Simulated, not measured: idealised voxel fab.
The process module that follows is named voxel air gaps.
Square cells of 5 nm make up the cross-section cut, whose width is 155 nm.
In what follows, cross-sections appear as grids of square cells, described through bands that run from the top down, where every band is one or more rows of cells. Band: top and bottom heights (nm) first, top before bottom; then materials from left to right, widths in nm. "everywhere" marks a sole material filling the band edge to edge. "empty" denotes empty space. Measure heights from 0. That's the level where, below it, the as-received wafer is all one material. The lowest band is bottomless and extends downward; write it as in "0 and below". Note: "30..40" means the width goes from the first number (top row of the band) to the second number (bottom row) in equal steps per row of cells. A step reported as "no change" is a step in which no cell of the cross-section changed. "Completely enclosed voids": empty spaces of 8 cells or more with no open way to the top, each given as width x height at distance, distance from the left edge, all in nm. Step line, after settings: the simulator's comment on this step. "overlay nm" answers the question of how far to the right of plan the mask lay on a step that has a mask, and when it is negative the answer is to the left.

The planned process steps are enumerated hereunder:
1,RECEIVE: material Si
2,CONFORMAL_DEP: material SiO2, thk nm 10
3,CONFORMAL_DEP: material SiN, thk nm 5
4,DIRECTIONAL_DEP: material SiO2, thk nm 30
5,DIRECTIONAL_DEP: material aC, thk nm 10
6,PATTERN: tone open, mask id LINES, material resist, width nm 20, pitch nm 45, thk nm 30, overlay nm 0
7,DIRECTIONAL_ETCH: etch materials aC, depth nm 10
8,STRIP: etch materials resist
9,DIRECTIONAL_ETCH: etch materials SiO2, depth nm 30
10,STRIP: etch materials aC
11,CONFORMAL_DEP: material TiN, thk nm 5
12,FILL_DEP: material Ru, thk nm 5
13,CMP: height nm 45
14,EPI: material Ru, thk nm 10
15,SELECTIVE_ETCH: etch materials SiO2, depth nm 40
16,CONFORMAL_DEP: material SiCN, thk nm 5

First of two wafers, with the run carried out as planned:

Wafer as received: cross-section following step 1:
    0 and below: Si everywhere
    Completely enclosed voids: none

Presented here is a cross-section of the wafer after step 2 has been performed:
    10 down to 0: SiO2 everywhere
    Whatever lies below 0 is exactly as it was before.

Presented here is a cross-section of the wafer after step 3 has been performed:
    15 down to 10: SiN everywhere
    Whatever lies below 10 is exactly as it was before.

Presented here is a cross-section of the wafer after step 4 has been performed:
    45 down to 15: SiO2 everywhere
    Whatever lies below 15 is exactly as it was before.

Presented here is a cross-section of the wafer after step 5 has been performed:
    55 down to 45: aC everywhere
    Whatever lies below 45 is exactly as it was before.

Presented here is a cross-section of the wafer after step 6 has been performed:
    85 down to 55: 20 of resist, then 20 of empty, then 25 of resist, then 20 of empty, then 25 of resist, then 20 of empty, then 25 of resist
    Whatever lies below 55 is exactly as it was before.

Presented here is a cross-section of the wafer after step 7 has been performed:
    75 down to 55: 20 of resist, then 20 of empty, then 25 of resist, then 20 of empty, then 25 of resist, then 20 of empty, then 25 of resist
    55 down to 45: 20 of aC, then 20 of empty, then 25 of aC, then 20 of empty, then 25 of aC, then 20 of empty, then 25 of aC
    Whatever lies below 45 is exactly as it was before.

Presented here is a cross-section of the wafer after step 8 has been performed:
    55 down to 45: 20 of aC, then 20 of empty, then 25 of aC, then 20 of empty, then 25 of aC, then 20 of empty, then 25 of aC
    Whatever lies below 45 is exactly as it was before.

Presented here is a cross-section of the wafer after step 9 has been performed:
    55 down to 45: 20 of aC, then 20 of empty, then 25 of aC, then 20 of empty, then 25 of aC, then 20 of empty, then 25 of aC
    45 down to 15: 20 of SiO2, then 20 of empty, then 25 of SiO2, then 20 of empty, then 25 of SiO2, then 20 of empty, then 25 of SiO2
    Whatever lies below 15 is exactly as it was before.

Presented here is a cross-section of the wafer after step 10 has been performed:
    45 down to 15: 20 of SiO2, then 20 of empty, then 25 of SiO2, then 20 of empty, then 25 of SiO2, then 20 of empty, then 25 of SiO2
    Whatever lies below 15 is exactly as it was before.

Presented here is a cross-section of the wafer after step 11 has been performed:
    50 down to 45: 25 of TiN, then 10 of empty, then 35 of TiN, then 10 of empty, then 35 of TiN, then 10 of empty, then 30 of TiN
    45 down to 20: 20 of SiO2, then 5 of TiN, then 10 of empty, then 5 of TiN, then 25 of SiO2, then 5 of TiN, then 10 of empty, then 5 of TiN, then 25 of SiO2, then 5 of TiN, then 10 of empty, then 5 of TiN, then 25 of SiO2
    20 down to 15: 20 of SiO2, then 20 of TiN, then 25 of SiO2, then 20 of TiN, then 25 of SiO2, then 20 of TiN, then 25 of SiO2
    Whatever lies below 15 is exactly as it was before.

Presented here is a cross-section of the wafer after step 12 has been performed:
    55 down to 50: Ru everywhere
    50 down to 45: 25 of TiN, then 10 of Ru, then 35 of TiN, then 10 of Ru, then 35 of TiN, then 10 of Ru, then 30 of TiN
    45 down to 20: 20 of SiO2, then 5 of TiN, then 10 of Ru, then 5 of TiN, then 25 of SiO2, then 5 of TiN, then 10 of Ru, then 5 of TiN, then 25 of SiO2, then 5 of TiN, then 10 of Ru, then 5 of TiN, then 25 of SiO2
    Whatever lies below 20 is exactly as it was before.

Presented here is a cross-section of the wafer after step 13 has been performed:
    45 down to 20: 20 of SiO2, then 5 of TiN, then 10 of Ru, then 5 of TiN, then 25 of SiO2, then 5 of TiN, then 10 of Ru, then 5 of TiN, then 25 of SiO2, then 5 of TiN, then 10 of Ru, then 5 of TiN, then 25 of SiO2
    Whatever lies below 20 is exactly as it was before.

Presented here is a cross-section of the wafer after step 14 has been performed:
    55 down to 45: 10 of empty, then 40 of Ru, then 5 of empty, then 40 of Ru, then 5 of empty, then 40 of Ru, then 15 of empty
    Whatever lies below 45 is exactly as it was before.

Presented here is a cross-section of the wafer after step 15 has been performed:
    55 down to 45: 10 of empty, then 40 of Ru, then 5 of empty, then 40 of Ru, then 5 of empty, then 40 of Ru, then 15 of empty
    45 down to 20: 20 of empty, then 5 of TiN, then 10 of Ru, then 5 of TiN, then 25 of empty, then 5 of TiN, then 10 of Ru, then 5 of TiN, then 25 of empty, then 5 of TiN, then 10 of Ru, then 5 of TiN, then 25 of empty
    20 down to 15: 20 of empty, then 20 of TiN, then 25 of empty, then 20 of TiN, then 25 of empty, then 20 of TiN, then 25 of empty
    Whatever lies below 15 is exactly as it was before.

Presented here is a cross-section of the wafer after step 16 has been performed:
    60 down to 55: 5 of empty, then 140 of SiCN, then 10 of empty
    55 down to 45: 5 of empty, then 5 of SiCN, then 40 of Ru, then 5 of SiCN, then 40 of Ru, then 5 of SiCN, then 40 of Ru, then 5 of SiCN, then 10 of empty
    45 down to 40: 5 of empty, then 15 of SiCN, then 5 of TiN, then 10 of Ru, then 5 of TiN, then 25 of SiCN, then 5 of TiN, then 10 of Ru, then 5 of TiN, then 25 of SiCN, then 5 of TiN, then 10 of Ru, then 5 of TiN, then 15 of SiCN, then 10 of empty
    40 down to 20: 15 of empty, then 5 of SiCN, then 5 of TiN, then 10 of Ru, then 5 of TiN, then 5 of SiCN, then 15 of empty, then 5 of SiCN, then 5 of TiN, then 10 of Ru, then 5 of TiN, then 5 of SiCN, then 15 of empty, then 5 of SiCN, then 5 of TiN, then 10 of Ru, then 5 of TiN, then 5 of SiCN, then 20 of empty
    20 down to 15: 20 of SiCN, then 20 of TiN, then 25 of SiCN, then 20 of TiN, then 25 of SiCN, then 20 of TiN, then 25 of SiCN
    Whatever lies below 15 is exactly as it was before.
    Completely enclosed voids: 15 x 20 at 45; 15 x 20 at 90

Wafer two. Same start, same plan, one slip in execution. Same as wafer one through step 5, inclusive:

Cross-sectional view of the second wafer at the intended end time of process step 6:
    85 down to 55: 25 of resist, then 20 of empty, then 25 of resist, then 20 of empty, then 25 of resist, then 20 of empty, then 20 of resist
    Whatever lies below 55 is exactly as it was before.

Cross-sectional view of the second wafer at the intended end time of process step 7:
    75 down to 55: 25 of resist, then 20 of empty, then 25 of resist, then 20 of empty, then 25 of resist, then 20 of empty, then 20 of resist
    55 down to 45: 25 of aC, then 20 of empty, then 25 of aC, then 20 of empty, then 25 of aC, then 20 of empty, then 20 of aC
    Whatever lies below 45 is exactly as it was before.

Cross-sectional view of the second wafer at the intended end time of process step 8:
    55 down to 45: 25 of aC, then 20 of empty, then 25 of aC, then 20 of empty, then 25 of aC, then 20 of empty, then 20 of aC
    Whatever lies below 45 is exactly as it was before.

Cross-sectional view of the second wafer at the intended end time of process step 9:
    55 down to 45: 25 of aC, then 20 of empty, then 25 of aC, then 20 of empty, then 25 of aC, then 20 of empty, then 20 of aC
    45 down to 15: 25 of SiO2, then 20 of empty, then 25 of SiO2, then 20 of empty, then 25 of SiO2, then 20 of empty, then 20 of SiO2
    Whatever lies below 15 is exactly as it was before.

Cross-sectional view of the second wafer at the intended end time of process step 10:
    45 down to 15: 25 of SiO2, then 20 of empty, then 25 of SiO2, then 20 of empty, then 25 of SiO2, then 20 of empty, then 20 of SiO2
    Whatever lies below 15 is exactly as it was before.

Cross-sectional view of the second wafer at the intended end time of process step 11:
    50 down to 45: 30 of TiN, then 10 of empty, then 35 of TiN, then 10 of empty, then 35 of TiN, then 10 of empty, then 25 of TiN
    45 down to 20: 25 of SiO2, then 5 of TiN, then 10 of empty, then 5 of TiN, then 25 of SiO2, then 5 of TiN, then 10 of empty, then 5 of TiN, then 25 of SiO2, then 5 of TiN, then 10 of empty, then 5 of TiN, then 20 of SiO2
    20 down to 15: 25 of SiO2, then 20 of TiN, then 25 of SiO2, then 20 of TiN, then 25 of SiO2, then 20 of TiN, then 20 of SiO2
    Whatever lies below 15 is exactly as it was before.

Cross-sectional view of the second wafer at the intended end time of process step 12:
    55 down to 50: Ru everywhere
    50 down to 45: 30 of TiN, then 10 of Ru, then 35 of TiN, then 10 of Ru, then 35 of TiN, then 10 of Ru, then 25 of TiN
    45 down to 20: 25 of SiO2, then 5 of TiN, then 10 of Ru, then 5 of TiN, then 25 of SiO2, then 5 of TiN, then 10 of Ru, then 5 of TiN, then 25 of SiO2, then 5 of TiN, then 10 of Ru, then 5 of TiN, then 20 of SiO2
    Whatever lies below 20 is exactly as it was before.

Cross-sectional view of the second wafer at the intended end time of process step 13:
    45 down to 20: 25 of SiO2, then 5 of TiN, then 10 of Ru, then 5 of TiN, then 25 of SiO2, then 5 of TiN, then 10 of Ru, then 5 of TiN, then 25 of SiO2, then 5 of TiN, then 10 of Ru, then 5 of TiN, then 20 of SiO2
    Whatever lies below 20 is exactly as it was before.

Cross-sectional view of the second wafer at the intended end time of process step 14:
    55 down to 45: 15 of empty, then 40 of Ru, then 5 of empty, then 40 of Ru, then 5 of empty, then 40 of Ru, then 10 of empty
    Whatever lies below 45 is exactly as it was before.

Cross-sectional view of the second wafer at the intended end time of process step 15:
    55 down to 45: 15 of empty, then 40 of Ru, then 5 of empty, then 40 of Ru, then 5 of empty, then 40 of Ru, then 10 of empty
    45 down to 20: 25 of empty, then 5 of TiN, then 10 of Ru, then 5 of TiN, then 25 of empty, then 5 of TiN, then 10 of Ru, then 5 of TiN, then 25 of empty, then 5 of TiN, then 10 of Ru, then 5 of TiN, then 20 of empty
    20 down to 15: 25 of empty, then 20 of TiN, then 25 of empty, then 20 of TiN, then 25 of empty, then 20 of TiN, then 20 of empty
    Whatever lies below 15 is exactly as it was before.

Cross-sectional view of the second wafer at the intended end time of process step 16:
    60 down to 55: 10 of empty, then 140 of SiCN, then 5 of empty
    55 down to 45: 10 of empty, then 5 of SiCN, then 40 of Ru, then 5 of SiCN, then 40 of Ru, then 5 of SiCN, then 40 of Ru, then 5 of SiCN, then 5 of empty
    45 down to 40: 10 of empty, then 15 of SiCN, then 5 of TiN, then 10 of Ru, then 5 of TiN, then 25 of SiCN, then 5 of TiN, then 10 of Ru, then 5 of TiN, then 25 of SiCN, then 5 of TiN, then 10 of Ru, then 5 of TiN, then 15 of SiCN, then 5 of empty
    40 down to 20: 20 of empty, then 5 of SiCN, then 5 of TiN, then 10 of Ru, then 5 of TiN, then 5 of SiCN, then 15 of empty, then 5 of SiCN, then 5 of TiN, then 10 of Ru, then 5 of TiN, then 5 of SiCN, then 15 of empty, then 5 of SiCN, then 5 of TiN, then 10 of Ru, then 5 of TiN, then 5 of SiCN, then 15 of empty
    20 down to 15: 25 of SiCN, then 20 of TiN, then 25 of SiCN, then 20 of TiN, then 25 of SiCN, then 20 of TiN, then 20 of SiCN
    Whatever lies below 15 is exactly as it was before.
    Completely enclosed voids: 15 x 20 at 50; 15 x 20 at 95
Want to know what went wrong? planned and actual differ for step 6; actual: PATTERN: tone open, mask id LINES, material resist, width nm 20, pitch nm 45, thk nm 30, overlay nm 5
By the end, you'd get the same cell count for each material on either wafer, but the second wafer puts them somewhere else.
